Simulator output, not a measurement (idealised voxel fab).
The process module presented herein is designated voxel wiring stack.
cross-section cut | 225 nm wide | cells 5 nm
When this document writes out a cross-section, it uses a grid of square cells and lists it as bands, beginning at the top and moving down, with a band standing for one or more rows of cells.
First you get the band's top height and its bottom height, in nm, and then the materials it's made of, left to right, with each width in nm. If you see a single material with "everywhere", that one covers the band edge to edge. "empty" is empty space.
Height is counted from the level 0, under which the received wafer is composed throughout of one material. The lowest of the bands is not closed at the bottom but continues downward, in the notation "0..down".
You'd read "30..40" like this: the band's top row of cells is as wide as the first number, its bottom row is as wide as the second, and going down, every row changes width by the same amount as the row before did.
"remains unaltered" means the step left every cell of the cross-section as it was.
Enclosed voids (no open way to top), threshold 8 cells or more, entry "Enclosed void list", notation width x height at distance, distance from left edge, nm.
after a step's settings: what the simulator itself notes on the step
overlay nm, on a step with a mask: how far to the right of its planned place the mask lay; to the left if negative

Process steps (planned):
step 1: op RECEIVE | material Si
step 2: op CONFORMAL_DEP | material SiO2 | thk nm 10
step 3: op DIRECTIONAL_DEP | material TiN | thk nm 5
step 4: op DIRECTIONAL_DEP | material W | thk nm 20
step 5: op DIRECTIONAL_DEP | material aC | thk nm 15
step 6: op PATTERN | tone cover | mask id METAL_1 | material resist | width nm 30 | pitch nm 55 | thk nm 30 | overlay nm 0
step 7: op DIRECTIONAL_ETCH | etch materials aC | depth nm 15
step 8: op STRIP | etch materials resist
step 9: op DIRECTIONAL_ETCH | etch materials W | depth nm 20
step 10: op DIRECTIONAL_ETCH | etch materials TiN | depth nm 5
step 11: op STRIP | etch materials aC
step 12: op CONFORMAL_DEP | material SiCN | thk nm 5
step 13: op FILL_DEP | material lowk | thk nm 5
step 14: op CMP | height nm 35
step 15: op CONFORMAL_DEP | material SiCN | thk nm 5
step 16: op DIRECTIONAL_DEP | material SiO2 | thk nm 35
step 17: op DIRECTIONAL_DEP | material aC | thk nm 15
step 18: op PATTERN | tone open | mask id METAL_2 | material resist | width nm 30 | pitch nm 55 | thk nm 35 | overlay nm 0
step 19: op DIRECTIONAL_ETCH | etch materials aC | depth nm 15
step 20: op STRIP | etch materials resist
step 21: op DIRECTIONAL_ETCH | etch materials SiO2 | depth nm 20
step 22: op STRIP | etch materials aC
step 23: op DIRECTIONAL_DEP | material aC | thk nm 15
step 24: op PATTERN | tone open | mask id METAL_2_HOLES | material resist | width nm 15 | pitch nm 55 | thk nm 35 | overlay nm 0
step 25: op DIRECTIONAL_ETCH | etch materials aC | depth nm 15
step 26: op STRIP | etch materials resist
step 27: op DIRECTIONAL_ETCH | etch materials SiO2 | depth nm 15
step 28: op DIRECTIONAL_ETCH | etch materials SiCN | depth nm 5
step 29: op STRIP | etch materials aC
step 30: op CONFORMAL_DEP | material TiN | thk nm 5
step 31: op FILL_DEP | material Ru | thk nm 10
step 32: op CMP | height nm 75
step 33: op CONFORMAL_DEP | material SiCN | thk nm 5
step 34: op DIRECTIONAL_DEP | material lowk | thk nm 10
step 35: op DIRECTIONAL_DEP | material aC | thk nm 10
step 36: op PATTERN | tone open | mask id PLUG_2 | material resist | width nm 15 | pitch nm 55 | thk nm 30 | overlay nm 0
step 37: op DIRECTIONAL_ETCH | etch materials aC | depth nm 10
step 38: op STRIP | etch materials resist
step 39: op DIRECTIONAL_ETCH | etch materials lowk | depth nm 10
step 40: op DIRECTIONAL_ETCH | etch materials SiCN | depth nm 5
step 41: op STRIP | etch materials aC
step 42: op CONFORMAL_DEP | material TiN | thk nm 5
step 43: op FILL_DEP | material W | thk nm 10
step 44: op CMP | height nm 90
step 45: op DIRECTIONAL_DEP | material TiN | thk nm 5
step 46: op DIRECTIONAL_DEP | material Ru | thk nm 25
step 47: op DIRECTIONAL_DEP | material aC | thk nm 10
step 48: op PATTERN | tone cover | mask id METAL_3 | material resist | width nm 30 | pitch nm 55 | thk nm 25 | overlay nm 0
step 49: op DIRECTIONAL_ETCH | etch materials aC | depth nm 10
step 50: op STRIP | etch materials resist
step 51: op DIRECTIONAL_ETCH | etch materials Ru | depth nm 25
step 52: op DIRECTIONAL_ETCH | etch materials TiN | depth nm 5
step 53: op STRIP | etch materials aC
step 54: op CONFORMAL_DEP | material SiCN | thk nm 5
step 55: op FILL_DEP | material lowk | thk nm 10
step 56: op CMP | height nm 120
step 57: op CONFORMAL_DEP | material SiN | thk nm 5
Every wafer here starts from the same state; it is the step 15 thk nm that distinguishes them, and the value the plan gives belongs to the first wafer.

first wafer as received, after step 1:
    0..down: Si everywhere
    Enclosed void list: none

Wafer cross-section (first of several) - module end, post step 57 (last step):
    125..120: SiN everywhere
    120..95: 10 lowk, then 5 SiCN, then 30 Ru, then 5 SiCN, then 15 lowk, then 5 SiCN, then 30 Ru, then 5 SiCN, then 15 lowk, then 5 SiCN, then 30 Ru, then 5 SiCN, then 15 lowk, then 5 SiCN, then 30 Ru, then 5 SiCN, then 10 lowk
    95..90: 15 SiCN, then 30 TiN, then 25 SiCN, then 30 TiN, then 25 SiCN, then 30 TiN, then 25 SiCN, then 30 TiN, then 15 SiCN
    90..80: 15 lowk, then 5 TiN, then 5 W, then 5 TiN, then 40 lowk, then 5 TiN, then 5 W, then 5 TiN, then 40 lowk, then 5 TiN, then 5 W, then 5 TiN, then 40 lowk, then 5 TiN, then 5 W, then 5 TiN, then 30 lowk
    80..75: 15 SiCN, then 15 TiN, then 40 SiCN, then 15 TiN, then 40 SiCN, then 15 TiN, then 40 SiCN, then 15 TiN, then 30 SiCN
    75..60: 15 SiO2, then 5 TiN, then 20 Ru, then 5 TiN, then 25 SiO2, then 5 TiN, then 20 Ru, then 5 TiN, then 25 SiO2, then 5 TiN, then 20 Ru, then 5 TiN, then 25 SiO2, then 5 TiN, then 20 Ru, then 5 TiN, then 15 SiO2
    60..55: 15 SiO2, then 5 TiN, then 5 Ru, then 20 TiN, then 25 SiO2, then 5 TiN, then 5 Ru, then 20 TiN, then 25 SiO2, then 5 TiN, then 5 Ru, then 20 TiN, then 25 SiO2, then 5 TiN, then 5 Ru, then 20 TiN, then 15 SiO2
    55..40: 15 SiO2, then 5 TiN, then 5 Ru, then 5 TiN, then 40 SiO2, then 5 TiN, then 5 Ru, then 5 TiN, then 40 SiO2, then 5 TiN, then 5 Ru, then 5 TiN, then 40 SiO2, then 5 TiN, then 5 Ru, then 5 TiN, then 30 SiO2
    40..35: 15 SiCN, then 15 TiN, then 40 SiCN, then 15 TiN, then 40 SiCN, then 15 TiN, then 40 SiCN, then 15 TiN, then 30 SiCN
    35..15: 10 lowk, then 5 SiCN, then 30 W, then 5 SiCN, then 15 lowk, then 5 SiCN, then 30 W, then 5 SiCN, then 15 lowk, then 5 SiCN, then 30 W, then 5 SiCN, then 15 lowk, then 5 SiCN, then 30 W, then 5 SiCN, then 10 lowk
    15..10: 15 SiCN, then 30 TiN, then 25 SiCN, then 30 TiN, then 25 SiCN, then 30 TiN, then 25 SiCN, then 30 TiN, then 15 SiCN
    10..0: SiO2 everywhere
    0..down: Si everywhere
    Enclosed void list: none

Last wafer x-sec, end of module:
    125..120: SiN everywhere
    120..95: 10 lowk, then 5 SiCN, then 30 Ru, then 5 SiCN, then 15 lowk, then 5 SiCN, then 30 Ru, then 5 SiCN, then 15 lowk, then 5 SiCN, then 30 Ru, then 5 SiCN, then 15 lowk, then 5 SiCN, then 30 Ru, then 5 SiCN, then 10 lowk
    95..90: 15 SiCN, then 30 TiN, then 25 SiCN, then 30 TiN, then 25 SiCN, then 30 TiN, then 25 SiCN, then 30 TiN, then 15 SiCN
    90..80: 15 lowk, then 5 TiN, then 5 W, then 5 TiN, then 40 lowk, then 5 TiN, then 5 W, then 5 TiN, then 40 lowk, then 5 TiN, then 5 W, then 5 TiN, then 40 lowk, then 5 TiN, then 5 W, then 5 TiN, then 30 lowk
    80..75: 15 SiCN, then 15 TiN, then 40 SiCN, then 15 TiN, then 40 SiCN, then 15 TiN, then 40 SiCN, then 15 TiN, then 30 SiCN
    75..70: 15 SiO2, then 5 TiN, then 5 Ru, then 20 TiN, then 25 SiO2, then 5 TiN, then 5 Ru, then 20 TiN, then 25 SiO2, then 5 TiN, then 5 Ru, then 20 TiN, then 25 SiO2, then 5 TiN, then 5 Ru, then 20 TiN, then 15 SiO2
    70..55: 15 SiO2, then 5 TiN, then 5 Ru, then 5 TiN, then 40 SiO2, then 5 TiN, then 5 Ru, then 5 TiN, then 40 SiO2, then 5 TiN, then 5 Ru, then 5 TiN, then 40 SiO2, then 5 TiN, then 5 Ru, then 5 TiN, then 30 SiO2
    55..50: 15 SiCN, then 15 TiN, then 40 SiCN, then 15 TiN, then 40 SiCN, then 15 TiN, then 40 SiCN, then 15 TiN, then 30 SiCN
    50..35: SiCN everywhere
    35..15: 10 lowk, then 5 SiCN, then 30 W, then 5 SiCN, then 15 lowk, then 5 SiCN, then 30 W, then 5 SiCN, then 15 lowk, then 5 SiCN, then 30 W, then 5 SiCN, then 15 lowk, then 5 SiCN, then 30 W, then 5 SiCN, then 10 lowk
    15..10: 15 SiCN, then 30 TiN, then 25 SiCN, then 30 TiN, then 25 SiCN, then 30 TiN, then 25 SiCN, then 30 TiN, then 15 SiCN
    10..0: SiO2 everywhere
    0..down: Si everywhere
    Enclosed void list: none

Below is a per-wafer table. In it, each row describes the wafer at the end of the module by giving, for each material, the number of cells gained (+) or lost (-) since the wafer was received, and after that the closed voids of the wafer:
thk nm 5; +184 Ru; +180 SiCN; +45 SiN; +273 SiO2; +156 TiN; +104 W; +183 lowk; Enclosed void list: none
thk nm 10; +168 Ru; +225 SiCN; +45 SiN; +252 SiO2; +148 TiN; +104 W; +183 lowk; Enclosed void list: none
thk nm 15; +152 Ru; +270 SiCN; +45 SiN; +231 SiO2; +140 TiN; +104 W; +183 lowk; Enclosed void list: none
thk nm 20; +136 Ru; +315 SiCN; +45 SiN; +210 SiO2; +132 TiN; +104 W; +183 lowk; Enclosed void list: none
